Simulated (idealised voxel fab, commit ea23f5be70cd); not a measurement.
Herein follows the process module entitled voxel double patterning.
The cross-section on display is named cut; it measures 255 nm wide, and its cells are 5 nm squares.
Square cells in a grid make up a cross-section in this document, and the grid is given as bands, listed from the top down, each one or more rows of cells. The entry gives the band's vertical extent as a top height and a bottom height in nm, then its horizontal make-up as materials from left to right, each with a width in nm. "air" stands for empty space; a single material marked "full width" fills the band edge to edge. Heights are expressed relative to 0, this being the level below which the as-received wafer comprises one material exclusively. The lowest band is unbounded in the downward direction and is denoted as in "0 nm and below". The two numbers in a width such as "30 to 40" mark its ends across the band: the first belongs to the top row of cells, the second to the bottom row, and from each row to the next the width moves by the same amount. Any step labelled "no change" changed none of the cells in the cross-section. "Fully closed voids" lists enclosed empty spaces (at least 8 cells, no open path upward to the top), each as width x height at distance from the left edge, in nm. On a step's line, text after the settings is the simulator commenting on that step. overlay nm: where the mask lay relative to plan, measured to the right, on steps with a mask; negatives go left.
Planned step list for the process
step 1: RECEIVE, material Si
step 2: CONFORMAL_DEP, material SiO2, thk nm 5
step 3: DIRECTIONAL_DEP, material TiN, thk nm 10
step 4: DIRECTIONAL_DEP, material SiCN, thk nm 5
step 5: PATTERN, tone open, mask id FIRST, material resist, width nm 15, pitch nm 50, thk nm 15, overlay nm 0
step 6: DIRECTIONAL_ETCH, etch materials SiCN, depth nm 5
step 7: STRIP, etch materials resist
step 8: MASKED_ETCH, tone open, mask id SECOND, width nm 15, etch materials SiCN, depth nm 5, overlay nm 0
step 9: DIRECTIONAL_ETCH, etch materials TiN, depth nm 10
step 10: STRIP, etch materials SiCN
Account of the first of two wafers, which was processed as intended
Wafer at receipt (post step 1), cross-section
> 0 nm and below: Si full width
> Fully closed voids: none
The wafer, seen in cross-section, after step 2
> 5 nm to 0 nm: SiO2 full width
> Unchanged below 0.
The wafer, seen in cross-section, after step 3
> 15 nm to 5 nm: TiN full width
> Unchanged below 5.
The wafer, seen in cross-section, after step 4
> 20 nm to 15 nm: SiCN full width
> Unchanged below 15.
The wafer, seen in cross-section, after step 5
> 35 nm to 20 nm: 95 nm resist, then 15 nm air, then 35 nm resist, then 15 nm air, then 95 nm resist
> Unchanged below 20.
The wafer, seen in cross-section, after step 6
> 35 nm to 20 nm: 95 nm resist, then 15 nm air, then 35 nm resist, then 15 nm air, then 95 nm resist
> 20 nm to 15 nm: 95 nm SiCN, then 15 nm air, then 35 nm SiCN, then 15 nm air, then 95 nm SiCN
> Unchanged below 15.
The wafer, seen in cross-section, after step 7
> 20 nm to 15 nm: 95 nm SiCN, then 15 nm air, then 35 nm SiCN, then 15 nm air, then 95 nm SiCN
> Unchanged below 15.
The wafer, seen in cross-section, after step 8
> 20 nm to 15 nm: 95 nm SiCN, then 15 nm air, then 10 nm SiCN, then 15 nm air, then 10 nm SiCN, then 15 nm air, then 95 nm SiCN
> Unchanged below 15.
The wafer, seen in cross-section, after step 9
> 20 nm to 15 nm: 95 nm SiCN, then 15 nm air, then 10 nm SiCN, then 15 nm air, then 10 nm SiCN, then 15 nm air, then 95 nm SiCN
> 15 nm to 5 nm: 95 nm TiN, then 15 nm air, then 10 nm TiN, then 15 nm air, then 10 nm TiN, then 15 nm air, then 95 nm TiN
> Unchanged below 5.
The wafer, seen in cross-section, after step 10
> 15 nm to 5 nm: 95 nm TiN, then 15 nm air, then 10 nm TiN, then 15 nm air, then 10 nm TiN, then 15 nm air, then 95 nm TiN
> Unchanged below 5.
Wafer two. Same start, same plan, one slip in execution. Same as wafer one through step 2, inclusive
Look at the second wafer in cross-section at the time step 3 ought to have finished
> 10 nm to 5 nm: TiN full width
> Unchanged below 5.
Look at the second wafer in cross-section at the time step 4 ought to have finished
> 15 nm to 10 nm: SiCN full width
> Unchanged below 10.
Look at the second wafer in cross-section at the time step 5 ought to have finished
> 30 nm to 15 nm: 95 nm resist, then 15 nm air, then 35 nm resist, then 15 nm air, then 95 nm resist
> Unchanged below 15.
Look at the second wafer in cross-section at the time step 6 ought to have finished
> 30 nm to 15 nm: 95 nm resist, then 15 nm air, then 35 nm resist, then 15 nm air, then 95 nm resist
> 15 nm to 10 nm: 95 nm SiCN, then 15 nm air, then 35 nm SiCN, then 15 nm air, then 95 nm SiCN
> Unchanged below 10.
Look at the second wafer in cross-section at the time step 7 ought to have finished
> 15 nm to 10 nm: 95 nm SiCN, then 15 nm air, then 35 nm SiCN, then 15 nm air, then 95 nm SiCN
> Unchanged below 10.
Look at the second wafer in cross-section at the time step 8 ought to have finished
> 15 nm to 10 nm: 95 nm SiCN, then 15 nm air, then 10 nm SiCN, then 15 nm air, then 10 nm SiCN, then 15 nm air, then 95 nm SiCN
> Unchanged below 10.
Look at the second wafer in cross-section at the time step 9 ought to have finished
> 15 nm to 10 nm: 95 nm SiCN, then 15 nm air, then 10 nm SiCN, then 15 nm air, then 10 nm SiCN, then 15 nm air, then 95 nm SiCN
> 10 nm to 5 nm: 95 nm TiN, then 15 nm air, then 10 nm TiN, then 15 nm air, then 10 nm TiN, then 15 nm air, then 95 nm TiN
> Unchanged below 5.
Look at the second wafer in cross-section at the time step 10 ought to have finished
> 10 nm to 5 nm: 95 nm TiN, then 15 nm air, then 10 nm TiN, then 15 nm air, then 10 nm TiN, then 15 nm air, then 95 nm TiN
> Unchanged below 5.
The mistake made against the process plan was this: step 3 went in with a setting other than planned; the actual run was DIRECTIONAL_DEP, material TiN, thk nm 5
Final tally in cells, some materials are higher or lower on the second wafer than on the first: -42 TiN
